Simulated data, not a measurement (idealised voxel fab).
process module | voxel gate over fins
cross-section cut | 200 nm wide | cells 5 nm
A cross-section is a grid of square cells, given in bands from the top down. A band is one or more rows of cells.
Each band's line starts with the height of the band's top and of its bottom, in nm. Then come its materials from left to right, each with its width in nm. One material with "throughout" fills the band from edge to edge. "air" is empty space.
Height 0 is the level under which the wafer as received is all one material. The lowest band goes on downwards, as in "0 down".
A width such as "30 to 40" changes by the same amount from each row of cells to the next, from the band's top row to its bottom row.
"no change" after a step means that no cell of the cross-section changed.
closed voids: empty space of 8 cells or more with no open way to the top, each as width x height at its distance from the left edge, in nm
after a step's settings: what the simulator itself notes on the step
overlay nm, on a step with a mask: how far to the right of its planned place the mask lay; to the left if negative
plan
1 op RECEIVE | material Si
2 op CONFORMAL_DEP | material SiN | thk nm 10
3 op DIRECTIONAL_DEP | material aC | thk nm 15
4 op PATTERN | tone cover | mask id FINS | material resist | width nm 15 | pitch nm 40 | thk nm 35 | overlay nm 0
5 op DIRECTIONAL_ETCH | etch materials aC | depth nm 15
6 op STRIP | etch materials resist
7 op DIRECTIONAL_ETCH | etch materials SiN | depth nm 10
8 op DIRECTIONAL_ETCH | etch materials Si | depth nm 35
9 op STRIP | etch materials aC
10 op OXIDIZE | depth nm 5
11 op FILL_DEP | material SiO2 | thk nm 15
12 op CMP | height nm 10
13 op SELECTIVE_ETCH | etch materials SiO2 | depth nm 25
14 op STRIP | etch materials SiN
15 op CONFORMAL_DEP | material HfO2 | thk nm 5
16 op CONFORMAL_DEP | material TiN | thk nm 5
17 op CONFORMAL_DEP | material TiAl | thk nm 5
18 op CONFORMAL_DEP | material TiN | thk nm 5
19 op FILL_DEP | material W | thk nm 10
20 op CMP | height nm 25
21 op CONFORMAL_DEP | material SiCN | thk nm 5
as received, after step 1
  0 down: Si throughout
  closed voids: none
first wafer at the end, as planned
  30 to 25: SiCN throughout
  25 to 20: W throughout
  20 to 15: W 35 | TiN 125 | W 40
  15 to 10: W 35 | TiN 5 | TiAl 35 | TiN 5 | TiAl 35 | TiN 5 | TiAl 35 | TiN 5 | W 40
  10 to 5: W 35 | TiN 5 | TiAl 5 | TiN 25 | TiAl 5 | TiN 5 | TiAl 5 | TiN 25 | TiAl 5 | TiN 5 | TiAl 5 | TiN 25 | TiAl 5 | TiN 5 | W 40
  5 to 0: TiN 40 | TiAl 5 | TiN 5 | HfO2 15 | TiN 5 | TiAl 5 | TiN 5 | TiAl 5 | TiN 5 | HfO2 15 | TiN 5 | TiAl 5 | TiN 5 | TiAl 5 | TiN 5 | HfO2 15 | TiN 5 | TiAl 5 | TiN 45
  0 to -5: TiAl 45 | TiN 5 | HfO2 5 | Si 5 | HfO2 5 | TiN 5 | TiAl 15 | TiN 5 | HfO2 5 | Si 5 | HfO2 5 | TiN 5 | TiAl 15 | TiN 5 | HfO2 5 | Si 5 | HfO2 5 | TiN 5 | TiAl 50
  -5 to -10: TiN 50 | HfO2 5 | Si 5 | HfO2 5 | TiN 25 | HfO2 5 | Si 5 | HfO2 5 | TiN 25 | HfO2 5 | Si 5 | HfO2 5 | TiN 55
  -10 to -15: HfO2 55 | Si 5 | HfO2 35 | Si 5 | HfO2 35 | Si 5 | HfO2 60
  -15 to -40: SiO2 55 | Si 5 | SiO2 35 | Si 5 | SiO2 35 | Si 5 | SiO2 60
  -40 down: Si throughout
  closed voids: none
second wafer at the end: like start, like plan, one mistake
  30 to 25: SiCN throughout
  25 to 15: W throughout
  15 to 10: W 40 | TiN 35 | W 5 | TiN 35 | W 5 | TiN 35 | W 45
  10 to 5: W 40 | TiN 5 | TiAl 25 | TiN 5 | W 5 | TiN 5 | TiAl 25 | TiN 5 | W 5 | TiN 5 | TiAl 25 | TiN 5 | W 45
  5 to 0: W 40 | TiN 5 | TiAl 5 | HfO2 15 | TiAl 5 | TiN 5 | W 5 | TiN 5 | TiAl 5 | HfO2 15 | TiAl 5 | TiN 5 | W 5 | TiN 5 | TiAl 5 | HfO2 15 | TiAl 5 | TiN 5 | W 45
  0 to -5: TiN 45 | TiAl 5 | HfO2 5 | Si 5 | HfO2 5 | TiAl 5 | TiN 15 | TiAl 5 | HfO2 5 | Si 5 | HfO2 5 | TiAl 5 | TiN 15 | TiAl 5 | HfO2 5 | Si 5 | HfO2 5 | TiAl 5 | TiN 50
  -5 to -10: TiAl 50 | HfO2 5 | Si 5 | HfO2 5 | TiAl 25 | HfO2 5 | Si 5 | HfO2 5 | TiAl 25 | HfO2 5 | Si 5 | HfO2 5 | TiAl 55
  -10 to -15: HfO2 55 | Si 5 | HfO2 35 | Si 5 | HfO2 35 | Si 5 | HfO2 60
  -15 to -40: SiO2 55 | Si 5 | SiO2 35 | Si 5 | SiO2 35 | Si 5 | SiO2 60
  -40 down: Si throughout
  closed voids: none
what went wrong: step 16 was left out
at the end the second wafer has, in cells: 52 fewer of TiN | 52 more of W
